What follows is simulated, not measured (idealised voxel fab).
Module name: voxel transistor to metal (process module)
The cross-section on display is named cut; it measures 205 nm wide, and its cells are 5 nm squares.
Heads up, the way a cross-section reads in here is a grid of square cells, handed over as bands from the top down, with every band being one or more rows of cells. First you get the band's top height and its bottom height, in nm, and then the materials it's made of, left to right, with each width in nm. If you see a single material with "edge to edge", that one covers the band edge to edge. "air" is empty space. Height datum 0, below which the as-received substrate wafer is one material. Lowest band open at the bottom, running downward: "top 0, no bottom". A two-number width, for instance "30->40", indicates that the width is equal to the first number in the top row of the band and to the second number in the bottom row, and that it changes by a constant amount per row of cells. The designation "no change", where it is given for a processing step, indicates that no cell of the cross-section was altered in the course of that step. Voids not open to the top, 8 cells minimum: see "Sealed internal voids". Written width x height at distance; distance is from the left edge; nm. Past the settings on a step's line: simulator remark, on that step. On any step carrying a mask, the "overlay nm" setting, if present on the step's line, tells how far right of its planned place the mask lay; negative values point to the left.
Planned step list for the process:
1: op RECEIVE | material Si
2: op OXIDIZE | depth nm 5
3: op CONFORMAL_DEP | material SiN | thk nm 10
4: op DIRECTIONAL_DEP | material aC | thk nm 10
5: op PATTERN | tone cover | mask id ACTIVE | material resist | width nm 100 | thk nm 25 | overlay nm 0
6: op DIRECTIONAL_ETCH | etch materials aC | depth nm 10
7: op STRIP | etch materials resist
8: op DIRECTIONAL_ETCH | etch materials SiN | depth nm 10
9: op DIRECTIONAL_ETCH | etch materials SiO2 | depth nm 5
10: op DIRECTIONAL_ETCH | etch materials Si | depth nm 35
11: op STRIP | etch materials aC
12: op OXIDIZE | depth nm 5
13: op FILL_DEP | material SiO2 | thk nm 5
14: op CMP | height nm 10
15: op SELECTIVE_ETCH | etch materials SiO2 | depth nm 10
16: op STRIP | etch materials SiN
17: op SELECTIVE_ETCH | etch materials SiO2 | depth nm 5
18: op OXIDIZE | depth nm 5
19: op DIRECTIONAL_DEP | material polySi | thk nm 20
20: op DIRECTIONAL_DEP | material SiCN | thk nm 15
21: op PATTERN | tone cover | mask id GATE | material resist | width nm 30 | thk nm 15 | overlay nm 0
22: op DIRECTIONAL_ETCH | etch materials SiCN | depth nm 25
23: op DIRECTIONAL_ETCH | etch materials polySi | depth nm 30
24: op STRIP | etch materials resist
25: op CONFORMAL_DEP | material SiN | thk nm 10
26: op DIRECTIONAL_ETCH | etch materials SiN | depth nm 10
27: op DIRECTIONAL_ETCH | etch materials SiO2 | depth nm 5
28: op DIRECTIONAL_ETCH | etch materials Si | depth nm 10
29: op EPI | material nSi | thk nm 15
30: op FILL_DEP | material SiO2 | thk nm 5
31: op CMP | height nm 15
32: op STRIP | etch materials polySi
33: op SELECTIVE_ETCH | etch materials SiO2 | depth nm 5
34: op CONFORMAL_DEP | material HfO2 | thk nm 5
35: op CONFORMAL_DEP | material TiN | thk nm 5
36: op FILL_DEP | material W | thk nm 5
37: op CMP | height nm 10
38: op DIRECTIONAL_DEP | material SiO2 | thk nm 10
39: op PATTERN | tone open | mask id CONTACT | material resist | width nm 15 | pitch nm 75 | thk nm 20 | overlay nm 0
40: op DIRECTIONAL_ETCH | etch materials SiO2 | depth nm 25
41: op STRIP | etch materials resist
42: op CONFORMAL_DEP | material TiN | thk nm 5
43: op FILL_DEP | material Ru | thk nm 10
44: op CMP | height nm 20
45: op DIRECTIONAL_DEP | material TiN | thk nm 5
46: op DIRECTIONAL_DEP | material Ru | thk nm 20
47: op DIRECTIONAL_DEP | material aC | thk nm 10
48: op PATTERN | tone cover | mask id METAL_1 | material resist | width nm 15 | pitch nm 75 | thk nm 25 | overlay nm 0
49: op DIRECTIONAL_ETCH | etch materials aC | depth nm 10
50: op STRIP | etch materials resist
51: op DIRECTIONAL_ETCH | etch materials Ru | depth nm 20
52: op DIRECTIONAL_ETCH | etch materials TiN | depth nm 5
53: op STRIP | etch materials aC
54: op CONFORMAL_DEP | material SiN | thk nm 5
55: op FILL_DEP | material lowk | thk nm 10
56: op CMP | height nm 45
57: op CONFORMAL_DEP | material SiCN | thk nm 5
58: op DIRECTIONAL_DEP | material lowk | thk nm 30
59: op PATTERN | tone open | mask id METAL_2 | material resist | width nm 15 | pitch nm 75 | thk nm 20 | overlay nm 0
60: op DIRECTIONAL_ETCH | etch materials lowk | depth nm 15
61: op STRIP | etch materials resist
62: op PATTERN | tone open | mask id METAL_2_HOLES | material resist | width nm 15 | pitch nm 75 | thk nm 20 | overlay nm 0
63: op DIRECTIONAL_ETCH | etch materials lowk | depth nm 15
64: op DIRECTIONAL_ETCH | etch materials SiCN | depth nm 5
65: op STRIP | etch materials resist
66: op CONFORMAL_DEP | material TiN | thk nm 5
67: op FILL_DEP | material Ru | thk nm 5
68: op CMP | height nm 80
69: op CONFORMAL_DEP | material SiN | thk nm 5
Shown in cross-section is the wafer as received, that is, as it stands after step 1:
    top 0, no bottom | Si edge to edge
    Sealed internal voids: none
End-of-module XS, first of two wafers, run as planned:
    top 85, bottom 80 | SiN edge to edge
    top 80, bottom 50 | lowk (55); TiN (5); Ru (5); TiN (5); lowk (60); TiN (5); Ru (5); TiN (5); lowk (60)
    top 50, bottom 45 | SiCN (55); TiN (15); SiCN (60); TiN (15); SiCN (60)
    top 45, bottom 25 | lowk (50); SiN (5); Ru (15); SiN (5); lowk (50); SiN (5); Ru (15); SiN (5); lowk (55)
    top 25, bottom 20 | SiN (55); TiN (15); SiN (60); TiN (15); SiN (60)
    top 20, bottom 10 | SiO2 (55); TiN (5); Ru (5); TiN (5); SiO2 (60); TiN (5); Ru (5); TiN (5); SiO2 (60)
    top 10, bottom 5 | SiO2 (55); TiN (15); SiO2 (5); SiN (10); HfO2 (5); TiN (5); W (10); TiN (5); HfO2 (5); SiN (10); SiO2 (5); TiN (15); SiO2 (60)
    top 5, bottom 0 | SiO2 (55); TiN (5); nSi (15); SiN (10); HfO2 (5); TiN (5); W (10); TiN (5); HfO2 (5); SiN (10); nSi (15); TiN (5); SiO2 (60)
    top 0, bottom -5 | SiO2 (55); TiN (5); nSi (15); SiN (10); HfO2 (5); TiN (20); HfO2 (5); SiN (10); nSi (15); TiN (5); SiO2 (60)
    top -5, bottom -10 | SiO2 (50); nSi (25); SiO2 (5); HfO2 (40); SiO2 (5); nSi (25); SiO2 (55)
    top -10, bottom -20 | SiO2 (55); nSi (20); Si (50); nSi (20); SiO2 (60)
    top -20, bottom -45 | SiO2 (55); Si (90); SiO2 (60)
    top -45, no bottom | Si edge to edge
    Sealed internal voids: none
Wafer two (of two), end-of-module cross-section: start = wafer one, plan = wafer one, one run mistake:
    top 85, bottom 80 | SiN edge to edge
    top 80, bottom 50 | lowk (55); TiN (5); Ru (5); TiN (5); lowk (60); TiN (5); Ru (5); TiN (5); lowk (60)
    top 50, bottom 45 | SiCN (55); TiN (15); SiCN (60); TiN (15); SiCN (60)
    top 45, bottom 25 | lowk (50); SiN (5); Ru (15); SiN (5); lowk (50); SiN (5); Ru (15); SiN (5); lowk (55)
    top 25, bottom 20 | SiN (55); TiN (15); SiN (60); TiN (15); SiN (60)
    top 20, bottom 10 | SiO2 (55); TiN (5); Ru (5); TiN (5); SiO2 (60); TiN (5); Ru (5); TiN (5); SiO2 (60)
    top 10, bottom 5 | SiO2 (55); TiN (15); SiO2 (10); SiN (10); HfO2 (5); TiN (5); W (10); TiN (5); HfO2 (5); SiN (10); TiN (15); SiO2 (60)
    top 5, bottom 0 | SiO2 (55); TiN (10); nSi (15); SiN (10); HfO2 (5); TiN (5); W (10); TiN (5); HfO2 (5); SiN (10); nSi (15); SiO2 (60)
    top 0, bottom -5 | SiO2 (55); TiN (10); nSi (15); SiN (10); HfO2 (5); TiN (20); HfO2 (5); SiN (10); nSi (15); SiO2 (60)
    top -5, bottom -10 | SiO2 (50); nSi (30); SiO2 (5); HfO2 (40); SiO2 (5); nSi (20); SiO2 (55)
    top -10, bottom -20 | SiO2 (55); nSi (25); Si (50); nSi (15); SiO2 (60)
    top -20, bottom -45 | SiO2 (55); Si (90); SiO2 (60)
    top -45, no bottom | Si edge to edge
    Sealed internal voids: none
Where did the run depart from the plan? in deviation from the planned setting, step 21 was conducted as op PATTERN | tone cover | mask id GATE | material resist | width nm 30 | thk nm 15 | overlay nm 5
Upon completion, the cell count for each material on the second wafer equals that on the first, whereas the spatial distribution of those cells differs.
